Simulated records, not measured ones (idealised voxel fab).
process module | voxel capacitor over wiring
cross-section cut | 220 nm wide | cells 5 nm
A cross-section is a grid of square cells, given in bands from the top down. A band is one or more rows of cells.
Each band's line starts with the height of the band's top and of its bottom, in nm. Then come its materials from left to right, each with its width in nm. One material with "throughout" fills the band from edge to edge. "air" is empty space.
Height 0 is the level under which the wafer as received is all one material. The lowest band goes on downwards, as in "0 down".
A width such as "30 to 40" changes by the same amount from each row of cells to the next, from the band's top row to its bottom row.
"no change" after a step means that no cell of the cross-section changed.
closed voids: empty space of 8 cells or more with no open way to the top, each as width x height at its distance from the left edge, in nm
after a step's settings: what the simulator itself notes on the step
overlay nm, on a step with a mask: how far to the right of its planned place the mask lay; to the left if negative
plan
1 op RECEIVE | material Si
2 op CONFORMAL_DEP | material SiO2 | thk nm 15
3 op CONFORMAL_DEP | material SiCN | thk nm 5
4 op DIRECTIONAL_DEP | material SiO2 | thk nm 20
5 op DIRECTIONAL_DEP | material aC | thk nm 10
6 op PATTERN | tone open | mask id METAL_1 | material resist | width nm 25 | pitch nm 75 | thk nm 25 | overlay nm 0
7 op DIRECTIONAL_ETCH | etch materials aC | depth nm 10
8 op STRIP | etch materials resist
9 op DIRECTIONAL_ETCH | etch materials SiO2 | depth nm 20
10 op DIRECTIONAL_ETCH | etch materials SiCN | depth nm 5
11 op STRIP | etch materials aC
12 op CONFORMAL_DEP | material TiN | thk nm 5
13 op FILL_DEP | material Ru | thk nm 10
14 op CMP | height nm 40
15 op EPI | material Ru | thk nm 5
16 op FILL_DEP | material SiCN | thk nm 5
17 op DIRECTIONAL_DEP | material lowk | thk nm 10
18 op PATTERN | tone open | mask id PLUG_1 | material resist | width nm 15 | thk nm 20 | overlay nm 0
19 op DIRECTIONAL_ETCH | etch materials lowk | depth nm 10
20 op DIRECTIONAL_ETCH | etch materials SiCN | depth nm 5
21 op STRIP | etch materials resist
22 op EPI | material Ru | thk nm 10
23 op EPI | material Ru | thk nm 5
24 op DIRECTIONAL_DEP | material TiN | thk nm 10
25 op DIRECTIONAL_DEP | material HfO2 | thk nm 5
26 op DIRECTIONAL_DEP | material TiN | thk nm 10
27 op DIRECTIONAL_DEP | material aC | thk nm 10
28 op PATTERN | tone cover | mask id UPPER_PLATE | material resist | width nm 55 | thk nm 30 | overlay nm 0
29 op DIRECTIONAL_ETCH | etch materials aC | depth nm 10
30 op STRIP | etch materials resist
31 op DIRECTIONAL_ETCH | etch materials TiN | depth nm 10
32 op DIRECTIONAL_ETCH | etch materials HfO2 | depth nm 5
33 op STRIP | etch materials aC
34 op DIRECTIONAL_DEP | material aC | thk nm 10
35 op PATTERN | tone cover | mask id LOWER_PLATE | material resist | width nm 65 | thk nm 25 | overlay nm 0
36 op DIRECTIONAL_ETCH | etch materials aC | depth nm 10
37 op STRIP | etch materials resist
38 op DIRECTIONAL_ETCH | etch materials TiN | depth nm 10
39 op STRIP | etch materials aC
40 op FILL_DEP | material SiO2 | thk nm 20
41 op CMP | height nm 100
42 op MASKED_ETCH | tone open | mask id PLUG_2 | width nm 15 | etch materials SiO2 | depth nm 15 | overlay nm 0
43 op CONFORMAL_DEP | material TiN | thk nm 5
44 op FILL_DEP | material Cu | thk nm 5
45 op CMP | height nm 100
46 op CONFORMAL_DEP | material SiN | thk nm 5
first wafer, as planned
as received, after step 1
  0 down: Si throughout
  closed voids: none
after step 2
  15 to 0: SiO2 throughout
  below 0: unchanged
after step 3
  20 to 15: SiCN throughout
  below 15: unchanged
after step 4
  40 to 20: SiO2 throughout
  below 20: unchanged
after step 5
  50 to 40: aC throughout
  below 40: unchanged
after step 6
  75 to 50: resist 60 | air 25 | resist 50 | air 25 | resist 60
  below 50: unchanged
after step 7
  65 to 50: resist 60 | air 25 | resist 50 | air 25 | resist 60
  50 to 40: aC 60 | air 25 | aC 50 | air 25 | aC 60
  below 40: unchanged
after step 8
  50 to 40: aC 60 | air 25 | aC 50 | air 25 | aC 60
  below 40: unchanged
after step 9
  50 to 40: aC 60 | air 25 | aC 50 | air 25 | aC 60
  40 to 20: SiO2 60 | air 25 | SiO2 50 | air 25 | SiO2 60
  below 20: unchanged
after step 10
  50 to 40: aC 60 | air 25 | aC 50 | air 25 | aC 60
  40 to 20: SiO2 60 | air 25 | SiO2 50 | air 25 | SiO2 60
  20 to 15: SiCN 60 | air 25 | SiCN 50 | air 25 | SiCN 60
  below 15: unchanged
after step 11
  40 to 20: SiO2 60 | air 25 | SiO2 50 | air 25 | SiO2 60
  below 20: unchanged
after step 12
  45 to 40: TiN 65 | air 15 | TiN 60 | air 15 | TiN 65
  40 to 20: SiO2 60 | TiN 5 | air 15 | TiN 5 | SiO2 50 | TiN 5 | air 15 | TiN 5 | SiO2 60
  20 to 15: SiCN 60 | TiN 25 | SiCN 50 | TiN 25 | SiCN 60
  below 15: unchanged
after step 13
  55 to 45: Ru throughout
  45 to 40: TiN 65 | Ru 15 | TiN 60 | Ru 15 | TiN 65
  40 to 20: SiO2 60 | TiN 5 | Ru 15 | TiN 5 | SiO2 50 | TiN 5 | Ru 15 | TiN 5 | SiO2 60
  below 20: unchanged
after step 14
  40 to 20: SiO2 60 | TiN 5 | Ru 15 | TiN 5 | SiO2 50 | TiN 5 | Ru 15 | TiN 5 | SiO2 60
  below 20: unchanged
after step 15
  45 to 40: air 55 | Ru 35 | air 40 | Ru 35 | air 55
  below 40: unchanged
after step 16
  50 to 45: SiCN throughout
  45 to 40: SiCN 55 | Ru 35 | SiCN 40 | Ru 35 | SiCN 55
  below 40: unchanged
after step 17
  60 to 50: lowk throughout
  below 50: unchanged
after step 18
  80 to 60: resist 70 | air 15 | resist 135
  below 60: unchanged
after step 19
  80 to 60: resist 70 | air 15 | resist 135
  60 to 50: lowk 70 | air 15 | lowk 135
  below 50: unchanged
after step 20
  80 to 60: resist 70 | air 15 | resist 135
  60 to 50: lowk 70 | air 15 | lowk 135
  50 to 45: SiCN 70 | air 15 | SiCN 135
  below 45: unchanged
after step 21
  60 to 50: lowk 70 | air 15 | lowk 135
  below 50: unchanged
after step 22
  60 to 55: lowk 70 | air 15 | lowk 135
  55 to 50: lowk 70 | Ru 15 | lowk 135
  50 to 45: SiCN 70 | Ru 15 | SiCN 135
  below 45: unchanged
after step 23
  60 to 50: lowk 70 | Ru 15 | lowk 135
  below 50: unchanged
after step 24
  70 to 60: TiN throughout
  below 60: unchanged
after step 25
  75 to 70: HfO2 throughout
  below 70: unchanged
after step 26
  85 to 75: TiN throughout
  below 75: unchanged
after step 27
  95 to 85: aC throughout
  below 85: unchanged
after step 28
  125 to 95: air 70 | resist 55 | air 95
  below 95: unchanged
after step 29
  115 to 95: air 70 | resist 55 | air 95
  95 to 85: air 70 | aC 55 | air 95
  below 85: unchanged
after step 30
  95 to 85: air 70 | aC 55 | air 95
  below 85: unchanged
after step 31
  95 to 85: air 70 | aC 55 | air 95
  85 to 75: air 70 | TiN 55 | air 95
  below 75: unchanged
after step 32
  95 to 85: air 70 | aC 55 | air 95
  85 to 75: air 70 | TiN 55 | air 95
  75 to 70: air 70 | HfO2 55 | air 95
  below 70: unchanged
after step 33
  85 to 75: air 70 | TiN 55 | air 95
  below 75: unchanged
after step 34
  95 to 85: air 70 | aC 55 | air 95
  85 to 80: air 70 | TiN 55 | air 95
  80 to 75: aC 70 | TiN 55 | aC 95
  75 to 70: aC 70 | HfO2 55 | aC 95
  below 70: unchanged
after step 35
  120 to 95: air 65 | resist 65 | air 90
  95 to 85: air 65 | resist 5 | aC 55 | resist 5 | air 90
  85 to 80: air 65 | resist 5 | TiN 55 | resist 5 | air 90
  below 80: unchanged
after step 36
  110 to 95: air 65 | resist 65 | air 90
  95 to 85: air 65 | resist 5 | aC 55 | resist 5 | air 90
  85 to 80: air 65 | resist 5 | TiN 55 | resist 5 | air 90
  80 to 75: air 65 | aC 5 | TiN 55 | aC 5 | air 90
  75 to 70: air 65 | aC 5 | HfO2 55 | aC 5 | air 90
  below 70: unchanged
after step 37
  95 to 85: air 70 | aC 55 | air 95
  85 to 80: air 70 | TiN 55 | air 95
  below 80: unchanged
after step 38
  95 to 85: air 70 | aC 55 | air 95
  85 to 80: air 70 | TiN 55 | air 95
  80 to 75: air 65 | aC 5 | TiN 55 | aC 5 | air 90
  75 to 70: air 65 | aC 5 | HfO2 55 | aC 5 | air 90
  70 to 60: air 65 | TiN 65 | air 90
  below 60: unchanged
after step 39
  85 to 75: air 70 | TiN 55 | air 95
  75 to 70: air 70 | HfO2 55 | air 95
  below 70: unchanged
after step 40
  105 to 85: SiO2 throughout
  85 to 75: SiO2 70 | TiN 55 | SiO2 95
  75 to 70: SiO2 70 | HfO2 55 | SiO2 95
  70 to 60: SiO2 65 | TiN 65 | SiO2 90
  below 60: unchanged
after step 41
  100 to 85: SiO2 throughout
  below 85: unchanged
after step 42
  100 to 85: SiO2 80 | air 15 | SiO2 125
  below 85: unchanged
after step 43
  105 to 100: TiN 85 | air 5 | TiN 130
  100 to 90: SiO2 80 | TiN 5 | air 5 | TiN 5 | SiO2 125
  90 to 85: SiO2 80 | TiN 15 | SiO2 125
  below 85: unchanged
after step 44
  110 to 105: Cu throughout
  105 to 100: TiN 85 | Cu 5 | TiN 130
  100 to 90: SiO2 80 | TiN 5 | Cu 5 | TiN 5 | SiO2 125
  below 90: unchanged
after step 45
  100 to 90: SiO2 80 | TiN 5 | Cu 5 | TiN 5 | SiO2 125
  below 90: unchanged
after step 46
  105 to 100: SiN throughout
  below 100: unchanged
second wafer: like start, like plan, one mistake. Through step 27 it matches the first wafer
when step 28 should have ended
  125 to 95: resist 70 | air 55 | resist 95
  below 95: unchanged
when step 29 should have ended
  115 to 95: resist 70 | air 55 | resist 95
  95 to 85: aC 70 | air 55 | aC 95
  below 85: unchanged
when step 30 should have ended
  95 to 85: aC 70 | air 55 | aC 95
  below 85: unchanged
when step 31 should have ended
  95 to 85: aC 70 | air 55 | aC 95
  85 to 75: TiN 70 | air 55 | TiN 95
  below 75: unchanged
when step 32 should have ended
  95 to 85: aC 70 | air 55 | aC 95
  85 to 75: TiN 70 | air 55 | TiN 95
  75 to 70: HfO2 70 | air 55 | HfO2 95
  below 70: unchanged
when step 33 should have ended
  85 to 75: TiN 70 | air 55 | TiN 95
  below 75: unchanged
when step 34 should have ended
  95 to 85: aC 70 | air 55 | aC 95
  85 to 80: TiN 70 | air 55 | TiN 95
  80 to 75: TiN 70 | aC 55 | TiN 95
  75 to 70: HfO2 70 | aC 55 | HfO2 95
  below 70: unchanged
when step 35 should have ended
  120 to 95: air 65 | resist 65 | air 90
  95 to 85: aC 70 | resist 55 | aC 95
  85 to 80: TiN 70 | resist 55 | TiN 95
  below 80: unchanged
when step 36 should have ended
  110 to 95: air 65 | resist 65 | air 90
  95 to 85: air 65 | aC 5 | resist 55 | aC 5 | air 90
  below 85: unchanged
when step 37 should have ended
  95 to 85: air 65 | aC 5 | air 55 | aC 5 | air 90
  85 to 80: TiN 70 | air 55 | TiN 95
  below 80: unchanged
when step 38 should have ended
  95 to 85: air 65 | aC 5 | air 55 | aC 5 | air 90
  85 to 80: air 65 | TiN 5 | air 55 | TiN 5 | air 90
  80 to 75: air 65 | TiN 5 | aC 55 | TiN 5 | air 90
  below 75: unchanged
when step 39 should have ended
  85 to 75: air 65 | TiN 5 | air 55 | TiN 5 | air 90
  75 to 70: HfO2 70 | air 55 | HfO2 95
  below 70: unchanged
when step 40 should have ended
  105 to 85: SiO2 throughout
  85 to 75: SiO2 65 | TiN 5 | SiO2 55 | TiN 5 | SiO2 90
  75 to 70: HfO2 70 | SiO2 55 | HfO2 95
  below 70: unchanged
when step 41 should have ended
  100 to 85: SiO2 throughout
  below 85: unchanged
when step 42 should have ended
  100 to 85: SiO2 80 | air 15 | SiO2 125
  below 85: unchanged
when step 43 should have ended
  105 to 100: TiN 85 | air 5 | TiN 130
  100 to 90: SiO2 80 | TiN 5 | air 5 | TiN 5 | SiO2 125
  90 to 85: SiO2 80 | TiN 15 | SiO2 125
  below 85: unchanged
when step 44 should have ended
  110 to 105: Cu throughout
  105 to 100: TiN 85 | Cu 5 | TiN 130
  100 to 90: SiO2 80 | TiN 5 | Cu 5 | TiN 5 | SiO2 125
  below 90: unchanged
when step 45 should have ended
  100 to 90: SiO2 80 | TiN 5 | Cu 5 | TiN 5 | SiO2 125
  below 90: unchanged
when step 46 should have ended
  105 to 100: SiN throughout
  below 100: unchanged
what went wrong: step 28 ran as: op PATTERN | tone open | mask id UPPER_PLATE | material resist | width nm 55 | thk nm 30 | overlay nm 0
at the end the second wafer has, in cells: 22 more of HfO2 | 66 fewer of SiO2 | 44 more of TiN
